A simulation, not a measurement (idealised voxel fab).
You're looking at the process module voxel quadruple lines.
This is section cut - it's 215 nm across, gridded in 5 nm square cells.
Cross-section layout: square cells on a grid; listed as bands, top to bottom; a band spans one or more cell rows.
For a band, the entry starts with two heights in nm, that of the top and then that of the bottom, and carries on with the band's materials in order from left to right, each alongside its width in nm; the word "full width" beside a single material means it fills the band edge to edge, and "empty" means empty space.
Counting heights begins at 0, where everything beneath is, in the wafer as received, one material. The lowest band has no bottom; it goes on downwards, as "0..down" shows.
The two numbers in a width such as "30 to 40" mark its ends across the band: the first belongs to the top row of cells, the second to the bottom row, and from each row to the next the width moves by the same amount.
When a step is marked "nothing different", none of the cells in the cross-section changed during that step.
Empty spaces without an open route to the top, at least 8 cells in extent, make up the entry "Sealed void listing"; each is given as width x height at distance, where the distance is measured from the left edge, and all are in nm.
Heads up: the bit after the settings on a step's line is the simulator's remark on that step.
What "overlay nm" on a step's line means: if the step has a mask, that mask lay this far to the right of its planned place, or, when the value is negative, to the left.
[Steps in the process plan]
1) RECEIVE [material Si]
2) CONFORMAL_DEP [material SiO2] [thk nm 10]
3) DIRECTIONAL_DEP [material Ru] [thk nm 15]
4) DIRECTIONAL_DEP [material polySi] [thk nm 15]
5) DIRECTIONAL_DEP [material aC] [thk nm 25]
6) PATTERN [tone cover] [mask id MANDREL] [material resist] [width nm 20] [pitch nm 60] [thk nm 35] [overlay nm 0]
7) DIRECTIONAL_ETCH [etch materials aC] [depth nm 25]
8) STRIP [etch materials resist]
9) CONFORMAL_DEP [material SiO2] [thk nm 10]
10) DIRECTIONAL_ETCH [etch materials SiO2] [depth nm 10]
11) STRIP [etch materials aC]
12) DIRECTIONAL_ETCH [etch materials polySi] [depth nm 15]
13) STRIP [etch materials SiO2]
14) CONFORMAL_DEP [material SiCN] [thk nm 5]
15) DIRECTIONAL_ETCH [etch materials SiCN] [depth nm 5]
16) STRIP [etch materials polySi]
17) DIRECTIONAL_ETCH [etch materials Ru] [depth nm 15]
18) STRIP [etch materials SiCN]
19) FILL_DEP [material lowk] [thk nm 10]
20) CMP [height nm 25]
[as received, after step 1]
* 0..down = Si full width
* Sealed void listing: none
[The module was run from the start shown above using the plan shown above, but one mistake was made doing it; the resulting wafer cross-section is below]
* 25..15 = lowk full width
* 15..0 = 50 nm lowk  5 nm Ru  10 nm lowk  5 nm Ru  10 nm lowk  5 nm Ru  10 nm lowk  5 nm Ru  10 nm lowk  5 nm Ru  10 nm lowk  5 nm Ru  10 nm lowk  5 nm Ru  10 nm lowk  5 nm Ru  55 nm lowk
* 0..down = Si full width
* Sealed void listing: none
What was done differently from what was planned? step 2 of the plan got skipped, so it never ran
